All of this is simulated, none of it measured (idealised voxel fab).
The process module presented herein is designated voxel released beams.
We display cut, a cross-section 260 nm in width whose square cells are each 5 nm.
Cross-section format: a grid of square cells, given as bands from top to bottom; each band is one or more rows of cells. The entry gives the band's vertical extent as a top height and a bottom height in nm, then its horizontal make-up as materials from left to right, each with a width in nm. "empty" stands for empty space; a single material marked "throughout" fills the band edge to edge. Zero point of the height axis is 0; under it, received wafer = one material. Lowest band: continues down indefinitely, "0 -> down". Graded width ("30 to 40"): value in top row of band = first number; value in bottom row = second number; row-to-row change constant. A step reported as "no modification" is a step in which no cell of the cross-section changed. Entry "Fully sealed voids" = empty spaces >= 8 cells with no open way to the top; each as width x height at distance, distance from left edge, all nm. Text after the settings on a step's line: the simulator's own remark on that step. Regarding "overlay nm": on a step with a mask, it is the distance the mask lay to the right of its planned place; a negative value places it to the left.

The planned process steps are enumerated hereunder:
step 1: RECEIVE | material Si
step 2: CONFORMAL_DEP | material SiN | thk nm 10
step 3: DIRECTIONAL_DEP | material SiO2 | thk nm 20
step 4: PATTERN | tone open | mask id ANCHOR | material resist | width nm 45 | thk nm 15 | overlay nm 0
step 5: DIRECTIONAL_ETCH | etch materials SiO2 | depth nm 20
step 6: STRIP | etch materials resist
step 7: CONFORMAL_DEP | material polySi | thk nm 15
step 8: DIRECTIONAL_DEP | material aC | thk nm 10
step 9: PATTERN | tone cover | mask id BEAM | material resist | width nm 95 | thk nm 25 | overlay nm 0
step 10: DIRECTIONAL_ETCH | etch materials aC | depth nm 10
step 11: STRIP | etch materials resist
step 12: DIRECTIONAL_ETCH | etch materials polySi | depth nm 15
step 13: STRIP | etch materials aC
step 14: STRIP | etch materials SiO2

Cross-section of the wafer as it came to us, i.e., already through step 1:
* 0 -> down: Si throughout
* Fully sealed voids: none

What the wafer looks like in cross-section after this module, when it starts as shown above and follows the plan above but one mistake is made in running it:
* 35 -> 20: empty: 80 / polySi: 20 / empty: 15 / polySi: 60 / empty: 85
* 20 -> 15: empty: 85 / polySi: 15 / empty: 15 / polySi: 15 / empty: 130
* 15 -> 0: empty: 85 / polySi: 45 / empty: 130
* 0 -> down: Si throughout
* Fully sealed voids: none
Here's what went sideways: it should be noted that step 2 of the plan was omitted and was not performed
